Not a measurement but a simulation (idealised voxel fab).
Documented hereafter: the process module known as voxel self aligned vias.
Section cut is 155 nm wide and gridded with 5 nm square cells.
A cross-section is written here as square cells arranged in a grid, and it is given in bands from the top down, each band taking up one or more rows of cells. Heights first: top, then bottom, in nm. Then materials, left to right, each with a width in nm. "full width" on a single material: fills the band edge to edge. "air": empty space. Height reference: 0 = level under which incoming wafer is all one material. Lowest band: no bottom, runs on downward, e.g. "z 0 and below". It should be noted that a width expressed as "30 to 40" varies in equal increments from row to row of cells within the band, taking the value of the first number at the top row and that of the second number at the bottom row. You'll sometimes find "nothing changed" written for a step, and that's the way of saying that nowhere in the cross-section did a cell change during that step. In "Closed void register" the enclosed voids are listed, meaning empty spaces of 8 cells or larger without any opening to the top. The form is width x height at distance, distance from the left edge, units nm. On a step's line, text after the settings is the simulator commenting on that step. overlay nm: for a step with a mask, the amount by which the mask lay right of where it was planned; a negative amount means left of it.
# The process steps that were planned are listed below
1 RECEIVE,material Si
2 CONFORMAL_DEP,material SiO2,thk nm 10
3 CONFORMAL_DEP,material SiCN,thk nm 5
4 DIRECTIONAL_DEP,material lowk,thk nm 25
5 DIRECTIONAL_DEP,material aC,thk nm 15
6 PATTERN,tone open,mask id LINES,material resist,width nm 20,pitch nm 70,thk nm 35,overlay nm 0
7 DIRECTIONAL_ETCH,etch materials aC,depth nm 15
8 STRIP,etch materials resist
9 DIRECTIONAL_ETCH,etch materials lowk,depth nm 25
10 STRIP,etch materials aC
11 CONFORMAL_DEP,material TiN,thk nm 5
12 FILL_DEP,material Ru,thk nm 5
13 CMP,height nm 40
14 SELECTIVE_ETCH,etch materials W Ru TiN,depth nm 5
15 FILL_DEP,material SiN,thk nm 10
16 CMP,height nm 40
17 DIRECTIONAL_DEP,material lowk,thk nm 15
18 MASKED_ETCH,tone open,mask id VIAS,width nm 40,etch materials lowk,depth nm 15,overlay nm 0
19 MASKED_ETCH,tone open,mask id VIAS,width nm 40,etch materials SiN,depth nm 5,overlay nm 0
20 CONFORMAL_DEP,material TiN,thk nm 5
21 FILL_DEP,material Cu,thk nm 10
22 CMP,height nm 55
23 CONFORMAL_DEP,material SiN,thk nm 5
# Cross-section of the wafer at receipt, which is the condition after step 1
> z 0 and below = Si full width
> Closed void register: none
# The first of two wafers, cross-sectioned at the end of the module, with the run proceeding as planned
> z 60 to 55 = SiN full width
> z 55 to 45 = lowk 20 nm, then TiN 5 nm, then Cu 30 nm, then TiN 5 nm, then lowk 95 nm
> z 45 to 40 = lowk 20 nm, then TiN 15 nm, then Cu 10 nm, then TiN 15 nm, then lowk 95 nm
> z 40 to 35 = lowk 30 nm, then TiN 20 nm, then lowk 50 nm, then SiN 20 nm, then lowk 35 nm
> z 35 to 20 = lowk 30 nm, then TiN 5 nm, then Ru 10 nm, then TiN 5 nm, then lowk 50 nm, then TiN 5 nm, then Ru 10 nm, then TiN 5 nm, then lowk 35 nm
> z 20 to 15 = lowk 30 nm, then TiN 20 nm, then lowk 50 nm, then TiN 20 nm, then lowk 35 nm
> z 15 to 10 = SiCN full width
> z 10 to 0 = SiO2 full width
> z 0 and below = Si full width
> Closed void register: none
# Cross-sectional image of the second wafer of the two following completion of the module. Starting state and process plan were the same as for the first wafer; one execution error occurred
> z 60 to 55 = SiN full width
> z 55 to 40 = lowk 20 nm, then TiN 5 nm, then Cu 30 nm, then TiN 5 nm, then lowk 95 nm
> z 40 to 35 = lowk 20 nm, then TiN 40 nm, then lowk 40 nm, then SiN 20 nm, then lowk 35 nm
> z 35 to 25 = lowk 20 nm, then TiN 15 nm, then Ru 10 nm, then TiN 15 nm, then lowk 40 nm, then TiN 5 nm, then Ru 10 nm, then TiN 5 nm, then lowk 35 nm
> z 25 to 20 = lowk 30 nm, then TiN 5 nm, then Ru 10 nm, then TiN 5 nm, then lowk 50 nm, then TiN 5 nm, then Ru 10 nm, then TiN 5 nm, then lowk 35 nm
> z 20 to 15 = lowk 30 nm, then TiN 20 nm, then lowk 50 nm, then TiN 20 nm, then lowk 35 nm
> z 15 to 10 = SiCN full width
> z 10 to 0 = SiO2 full width
> z 0 and below = Si full width
> Closed void register: none
Finding, execution versus plan: step 18 was run twice
Final tally in cells, some materials are higher or lower on the second wafer than on the first: 4 more of Cu, 8 more of TiN, 12 fewer of lowk
